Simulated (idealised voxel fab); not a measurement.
The document below concerns the process module designated voxel lift off.
Cross-sectional view cut (width: 245 nm; square cell size: 5 nm).
Cross-section format: a grid of square cells, given as bands from top to bottom; each band is one or more rows of cells. Top, bottom (nm), then materials left to right with widths (nm); lone material tagged "everywhere" fills the whole band edge to edge; "empty" = empty space. Heights from 0 (as-received wafer is one material below). Bottom band endless downward, as "0..down". The width entry "30..40" should be interpreted row by row: the top row of cells in the band takes the first number, the bottom row takes the second number, and the change between adjacent rows is uniform throughout. For the purposes of this document, the phrase "same as before" attached to a step denotes that no cell within the cross-section was modified by that step. Closed-off voids of 8+ cells (no open route to the top) go in "Closed internal voids", written width x height at distance from the left edge, in nm. after a step's settings: what the simulator itself notes on the step. overlay nm: step with mask; distance mask lay right of planned place; negative value = left of planned place.

PROCESS STEPS (PLANNED)
1: RECEIVE | material Si
2: CONFORMAL_DEP | material Al2O3 | thk nm 5
3: PATTERN | tone open | mask id LINES | material resist | width nm 25 | pitch nm 45 | thk nm 20 | overlay nm 0
4: DIRECTIONAL_DEP | material Ru | thk nm 5
5: STRIP | etch materials resist
6: CONFORMAL_DEP | material SiO2 | thk nm 10

INCOMING WAFER IN CROSS-SECTION (STATE: AFTER STEP 1)
* 0..down = Si everywhere
* Closed internal voids: none

RESULT OF THE MODULE, CROSS-SECTIONED: START PER ABOVE, PLAN PER ABOVE, ONE ERROR IN HOW IT WAS RUN
* 20..15 = empty 30 nm / Al2O3 180 nm / empty 35 nm
* 15..10 = Al2O3 everywhere
* 10..5 = Al2O3 40 nm / Ru 25 nm / Al2O3 20 nm / Ru 25 nm / Al2O3 20 nm / Ru 25 nm / Al2O3 20 nm / Ru 25 nm / Al2O3 45 nm
* 5..0 = Al2O3 everywhere
* 0..down = Si everywhere
* Closed internal voids: none
Here's what went sideways: step 6 ran with different settings than intended, the actual operation and settings being CONFORMAL_DEP | material Al2O3 | thk nm 10
